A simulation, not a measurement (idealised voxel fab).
process module | voxel self aligned vias
cross-section cut | 235 nm wide | cells 5 nm
A cross-section is a grid of square cells, given in bands from the top down. A band is one or more rows of cells.
Each band's line starts with the height of the band's top and of its bottom, in nm. Then come its materials from left to right, each with its width in nm. One material with "throughout" fills the band from edge to edge. "air" is empty space.
Height 0 is the level under which the wafer as received is all one material. The lowest band goes on downwards, as in "0 down".
A width such as "30 to 40" changes by the same amount from each row of cells to the next, from the band's top row to its bottom row.
"no change" after a step means that no cell of the cross-section changed.
closed voids: empty space of 8 cells or more with no open way to the top, each as width x height at its distance from the left edge, in nm
after a step's settings: what the simulator itself notes on the step
overlay nm, on a step with a mask: how far to the right of its planned place the mask lay; to the left if negative
plan
1 op RECEIVE | material Si
2 op CONFORMAL_DEP | material SiO2 | thk nm 10
3 op CONFORMAL_DEP | material SiCN | thk nm 5
4 op DIRECTIONAL_DEP | material lowk | thk nm 20
5 op PATTERN | tone open | mask id LINES | material resist | width nm 20 | pitch nm 60 | thk nm 20 | overlay nm 0
6 op DIRECTIONAL_ETCH | etch materials lowk | depth nm 20
7 op STRIP | etch materials resist
8 op CONFORMAL_DEP | material TiN | thk nm 5
9 op FILL_DEP | material W | thk nm 5
10 op CMP | height nm 35
11 op SELECTIVE_ETCH | etch materials W Ru TiN | depth nm 10
12 op FILL_DEP | material SiN | thk nm 10
13 op CMP | height nm 35
14 op DIRECTIONAL_DEP | material lowk | thk nm 15
15 op PATTERN | tone open | mask id VIAS | material resist | width nm 40 | pitch nm 60 | thk nm 20 | overlay nm 0
16 op DIRECTIONAL_ETCH | etch materials lowk | depth nm 15
17 op DIRECTIONAL_ETCH | etch materials SiN | depth nm 10
18 op STRIP | etch materials resist
19 op CONFORMAL_DEP | material TiN | thk nm 5
20 op FILL_DEP | material W | thk nm 5
21 op CMP | height nm 50
22 op CONFORMAL_DEP | material SiCN | thk nm 5
first wafer, as planned
as received, after step 1
  0 down: Si throughout
  closed voids: none
after step 2
  10 to 0: SiO2 throughout
  below 0: unchanged
after step 3
  15 to 10: SiCN throughout
  below 10: unchanged
after step 4
  35 to 15: lowk throughout
  below 15: unchanged
after step 5
  55 to 35: resist 45 | air 20 | resist 40 | air 20 | resist 40 | air 20 | resist 50
  below 35: unchanged
after step 6
  55 to 35: resist 45 | air 20 | resist 40 | air 20 | resist 40 | air 20 | resist 50
  35 to 15: lowk 45 | air 20 | lowk 40 | air 20 | lowk 40 | air 20 | lowk 50
  below 15: unchanged
after step 7
  35 to 15: lowk 45 | air 20 | lowk 40 | air 20 | lowk 40 | air 20 | lowk 50
  below 15: unchanged
after step 8
  40 to 35: TiN 50 | air 10 | TiN 50 | air 10 | TiN 50 | air 10 | TiN 55
  35 to 20: lowk 45 | TiN 5 | air 10 | TiN 5 | lowk 40 | TiN 5 | air 10 | TiN 5 | lowk 40 | TiN 5 | air 10 | TiN 5 | lowk 50
  20 to 15: lowk 45 | TiN 20 | lowk 40 | TiN 20 | lowk 40 | TiN 20 | lowk 50
  below 15: unchanged
after step 9
  45 to 40: W throughout
  40 to 35: TiN 50 | W 10 | TiN 50 | W 10 | TiN 50 | W 10 | TiN 55
  35 to 20: lowk 45 | TiN 5 | W 10 | TiN 5 | lowk 40 | TiN 5 | W 10 | TiN 5 | lowk 40 | TiN 5 | W 10 | TiN 5 | lowk 50
  below 20: unchanged
after step 10
  35 to 20: lowk 45 | TiN 5 | W 10 | TiN 5 | lowk 40 | TiN 5 | W 10 | TiN 5 | lowk 40 | TiN 5 | W 10 | TiN 5 | lowk 50
  below 20: unchanged
after step 11
  35 to 25: lowk 45 | air 20 | lowk 40 | air 20 | lowk 40 | air 20 | lowk 50
  below 25: unchanged
after step 12
  45 to 35: SiN throughout
  35 to 25: lowk 45 | SiN 20 | lowk 40 | SiN 20 | lowk 40 | SiN 20 | lowk 50
  below 25: unchanged
after step 13
  35 to 25: lowk 45 | SiN 20 | lowk 40 | SiN 20 | lowk 40 | SiN 20 | lowk 50
  below 25: unchanged
after step 14
  50 to 35: lowk throughout
  below 35: unchanged
after step 15
  70 to 50: resist 35 | air 40 | resist 20 | air 40 | resist 20 | air 40 | resist 40
  below 50: unchanged
after step 16
  70 to 50: resist 35 | air 40 | resist 20 | air 40 | resist 20 | air 40 | resist 40
  50 to 35: lowk 35 | air 40 | lowk 20 | air 40 | lowk 20 | air 40 | lowk 40
  below 35: unchanged
after step 17
  70 to 50: resist 35 | air 40 | resist 20 | air 40 | resist 20 | air 40 | resist 40
  50 to 35: lowk 35 | air 40 | lowk 20 | air 40 | lowk 20 | air 40 | lowk 40
  35 to 25: lowk 45 | air 20 | lowk 40 | air 20 | lowk 40 | air 20 | lowk 50
  below 25: unchanged
after step 18
  50 to 35: lowk 35 | air 40 | lowk 20 | air 40 | lowk 20 | air 40 | lowk 40
  below 35: unchanged
after step 19
  55 to 50: TiN 40 | air 30 | TiN 30 | air 30 | TiN 30 | air 30 | TiN 45
  50 to 40: lowk 35 | TiN 5 | air 30 | TiN 5 | lowk 20 | TiN 5 | air 30 | TiN 5 | lowk 20 | TiN 5 | air 30 | TiN 5 | lowk 40
  40 to 30: lowk 35 to 45 | TiN 15 to 5 | air 10 | TiN 15 to 5 | lowk 20 to 40 | TiN 15 to 5 | air 10 | TiN 15 to 5 | lowk 20 to 40 | TiN 15 to 5 | air 10 | TiN 15 to 5 | lowk 40 to 50
  30 to 25: lowk 45 | TiN 20 | lowk 40 | TiN 20 | lowk 40 | TiN 20 | lowk 50
  below 25: unchanged
after step 20
  60 to 55: W throughout
  55 to 50: TiN 40 | W 30 | TiN 30 | W 30 | TiN 30 | W 30 | TiN 45
  50 to 40: lowk 35 | TiN 5 | W 30 | TiN 5 | lowk 20 | TiN 5 | W 30 | TiN 5 | lowk 20 | TiN 5 | W 30 | TiN 5 | lowk 40
  40 to 30: lowk 35 to 45 | TiN 15 to 5 | W 10 | TiN 15 to 5 | lowk 20 to 40 | TiN 15 to 5 | W 10 | TiN 15 to 5 | lowk 20 to 40 | TiN 15 to 5 | W 10 | TiN 15 to 5 | lowk 40 to 50
  below 30: unchanged
after step 21
  50 to 40: lowk 35 | TiN 5 | W 30 | TiN 5 | lowk 20 | TiN 5 | W 30 | TiN 5 | lowk 20 | TiN 5 | W 30 | TiN 5 | lowk 40
  below 40: unchanged
after step 22
  55 to 50: SiCN throughout
  below 50: unchanged
second wafer: like start, like plan, one mistake. Through step 2 it matches the first wafer
when step 3 should have ended: no change
when step 4 should have ended
  30 to 10: lowk throughout
  below 10: unchanged
when step 5 should have ended
  50 to 30: resist 45 | air 20 | resist 40 | air 20 | resist 40 | air 20 | resist 50
  below 30: unchanged
when step 6 should have ended
  50 to 30: resist 45 | air 20 | resist 40 | air 20 | resist 40 | air 20 | resist 50
  30 to 10: lowk 45 | air 20 | lowk 40 | air 20 | lowk 40 | air 20 | lowk 50
  below 10: unchanged
when step 7 should have ended
  30 to 10: lowk 45 | air 20 | lowk 40 | air 20 | lowk 40 | air 20 | lowk 50
  below 10: unchanged
when step 8 should have ended
  35 to 30: TiN 50 | air 10 | TiN 50 | air 10 | TiN 50 | air 10 | TiN 55
  30 to 15: lowk 45 | TiN 5 | air 10 | TiN 5 | lowk 40 | TiN 5 | air 10 | TiN 5 | lowk 40 | TiN 5 | air 10 | TiN 5 | lowk 50
  15 to 10: lowk 45 | TiN 20 | lowk 40 | TiN 20 | lowk 40 | TiN 20 | lowk 50
  below 10: unchanged
when step 9 should have ended
  40 to 35: W throughout
  35 to 30: TiN 50 | W 10 | TiN 50 | W 10 | TiN 50 | W 10 | TiN 55
  30 to 15: lowk 45 | TiN 5 | W 10 | TiN 5 | lowk 40 | TiN 5 | W 10 | TiN 5 | lowk 40 | TiN 5 | W 10 | TiN 5 | lowk 50
  below 15: unchanged
when step 10 should have ended
  35 to 30: TiN 50 | W 10 | TiN 50 | W 10 | TiN 50 | W 10 | TiN 55
  below 30: unchanged
when step 11 should have ended
  30 to 25: lowk 45 | air 20 | lowk 40 | air 20 | lowk 40 | air 20 | lowk 50
  below 25: unchanged
when step 12 should have ended
  40 to 30: SiN throughout
  30 to 25: lowk 45 | SiN 20 | lowk 40 | SiN 20 | lowk 40 | SiN 20 | lowk 50
  below 25: unchanged
when step 13 should have ended
  35 to 30: SiN throughout
  below 30: unchanged
when step 14 should have ended
  50 to 35: lowk throughout
  below 35: unchanged
when step 15 should have ended
  70 to 50: resist 35 | air 40 | resist 20 | air 40 | resist 20 | air 40 | resist 40
  below 50: unchanged
when step 16 should have ended
  70 to 50: resist 35 | air 40 | resist 20 | air 40 | resist 20 | air 40 | resist 40
  50 to 35: lowk 35 | air 40 | lowk 20 | air 40 | lowk 20 | air 40 | lowk 40
  below 35: unchanged
when step 17 should have ended
  70 to 50: resist 35 | air 40 | resist 20 | air 40 | resist 20 | air 40 | resist 40
  50 to 35: lowk 35 | air 40 | lowk 20 | air 40 | lowk 20 | air 40 | lowk 40
  35 to 30: SiN 35 | air 40 | SiN 20 | air 40 | SiN 20 | air 40 | SiN 40
  30 to 25: lowk 45 | air 20 | lowk 40 | air 20 | lowk 40 | air 20 | lowk 50
  below 25: unchanged
when step 18 should have ended
  50 to 35: lowk 35 | air 40 | lowk 20 | air 40 | lowk 20 | air 40 | lowk 40
  below 35: unchanged
when step 19 should have ended
  55 to 50: TiN 40 | air 30 | TiN 30 | air 30 | TiN 30 | air 30 | TiN 45
  50 to 35: lowk 35 | TiN 5 | air 30 | TiN 5 | lowk 20 | TiN 5 | air 30 | TiN 5 | lowk 20 | TiN 5 | air 30 | TiN 5 | lowk 40
  35 to 30: SiN 35 | TiN 15 | air 10 | TiN 15 | SiN 20 | TiN 15 | air 10 | TiN 15 | SiN 20 | TiN 15 | air 10 | TiN 15 | SiN 40
  30 to 25: lowk 45 | TiN 20 | lowk 40 | TiN 20 | lowk 40 | TiN 20 | lowk 50
  below 25: unchanged
when step 20 should have ended
  60 to 55: W throughout
  55 to 50: TiN 40 | W 30 | TiN 30 | W 30 | TiN 30 | W 30 | TiN 45
  50 to 35: lowk 35 | TiN 5 | W 30 | TiN 5 | lowk 20 | TiN 5 | W 30 | TiN 5 | lowk 20 | TiN 5 | W 30 | TiN 5 | lowk 40
  35 to 30: SiN 35 | TiN 15 | W 10 | TiN 15 | SiN 20 | TiN 15 | W 10 | TiN 15 | SiN 20 | TiN 15 | W 10 | TiN 15 | SiN 40
  below 30: unchanged
when step 21 should have ended
  50 to 35: lowk 35 | TiN 5 | W 30 | TiN 5 | lowk 20 | TiN 5 | W 30 | TiN 5 | lowk 20 | TiN 5 | W 30 | TiN 5 | lowk 40
  below 35: unchanged
when step 22 should have ended
  55 to 50: SiCN throughout
  below 50: unchanged
what went wrong: step 3 was left out
at the end the second wafer has, in cells: 47 fewer of SiCN | 23 more of SiN | 6 more of TiN | 18 more of W
